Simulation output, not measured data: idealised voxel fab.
process module | voxel self aligned contacts
cross-section cut | 260 nm wide | cells 5 nm
A cross-section is a grid of square cells, given in bands from the top down. A band is one or more rows of cells.
Each band's line starts with the height of the band's top and of its bottom, in nm. Then come its materials from left to right, each with its width in nm. One material with "throughout" fills the band from edge to edge. "air" is empty space.
Height 0 is the level under which the wafer as received is all one material. The lowest band goes on downwards, as in "0 down".
A width such as "30 to 40" changes by the same amount from each row of cells to the next, from the band's top row to its bottom row.
"no change" after a step means that no cell of the cross-section changed.
closed voids: empty space of 8 cells or more with no open way to the top, each as width x height at its distance from the left edge, in nm
after a step's settings: what the simulator itself notes on the step
overlay nm, on a step with a mask: how far to the right of its planned place the mask lay; to the left if negative
plan
1 op RECEIVE | material Si
2 op OXIDIZE | depth nm 5
3 op DIRECTIONAL_DEP | material polySi | thk nm 30
4 op DIRECTIONAL_DEP | material SiN | thk nm 15
5 op DIRECTIONAL_DEP | material aC | thk nm 10
6 op PATTERN | tone cover | mask id GATE | material resist | width nm 20 | pitch nm 55 | thk nm 30 | overlay nm 0
7 op DIRECTIONAL_ETCH | etch materials aC | depth nm 10
8 op STRIP | etch materials resist
9 op DIRECTIONAL_ETCH | etch materials SiN | depth nm 15
10 op DIRECTIONAL_ETCH | etch materials polySi | depth nm 30
11 op STRIP | etch materials aC
12 op CONFORMAL_DEP | material SiN | thk nm 5
13 op DIRECTIONAL_ETCH | etch materials SiN | depth nm 5
14 op FILL_DEP | material SiO2 | thk nm 15
15 op CMP | height nm 50
16 op MASKED_ETCH | tone open | mask id CONTACT | width nm 35 | etch materials SiO2 | depth nm 55 | overlay nm 0
17 op CONFORMAL_DEP | material TiN | thk nm 5
18 op FILL_DEP | material Ru | thk nm 5
19 op CMP | height nm 50
20 op CONFORMAL_DEP | material SiN | thk nm 5
varied across the wafers: width nm of step 6. The plan shows the first wafer's value. All wafers start alike
first wafer as received, after step 1
  0 down: Si throughout
  closed voids: none
first wafer at the end, after step 20
  55 to 50: SiN throughout
  50 to 45: SiO2 110 | TiN 10 | Ru 15 | TiN 10 | SiO2 115
  45 to 30: SiO2 85 | SiN 30 | TiN 5 | Ru 15 | TiN 5 | SiN 30 | SiO2 90
  30 to 0: SiO2 85 | SiN 5 | polySi 20 | SiN 5 | TiN 5 | Ru 15 | TiN 5 | SiN 5 | polySi 20 | SiN 5 | SiO2 90
  0 to -5: SiO2 115 | TiN 25 | SiO2 120
  -5 down: Si throughout
  closed voids: none
last wafer at the end
  55 to 50: SiN throughout
  50 to 45: SiO2 110 | TiN 35 | SiO2 115
  45 to 30: SiO2 75 | SiN 50 | TiN 5 | SiN 50 | SiO2 80
  30 to 0: SiO2 75 | SiN 5 | polySi 40 | SiN 5 | TiN 5 | SiN 5 | polySi 40 | SiN 5 | SiO2 80
  0 to -5: SiO2 125 | TiN 5 | SiO2 130
  -5 down: Si throughout
  closed voids: none
each wafer at the end: cells of each material gained (+) or lost (-) since it was received, then its closed voids
width nm 20 | +30 Ru | -52 Si | +112 SiN | +407 SiO2 | +27 TiN | +48 polySi | closed voids: none
width nm 25 | +20 Ru | -52 Si | +118 SiN | +399 SiO2 | +27 TiN | +60 polySi | closed voids: none
width nm 30 | +10 Ru | -52 Si | +124 SiN | +391 SiO2 | +27 TiN | +72 polySi | closed voids: none
width nm 35 | -52 Si | +130 SiN | +383 SiO2 | +27 TiN | +84 polySi | closed voids: none
width nm 40 | -52 Si | +136 SiN | +375 SiO2 | +17 TiN | +96 polySi | closed voids: none
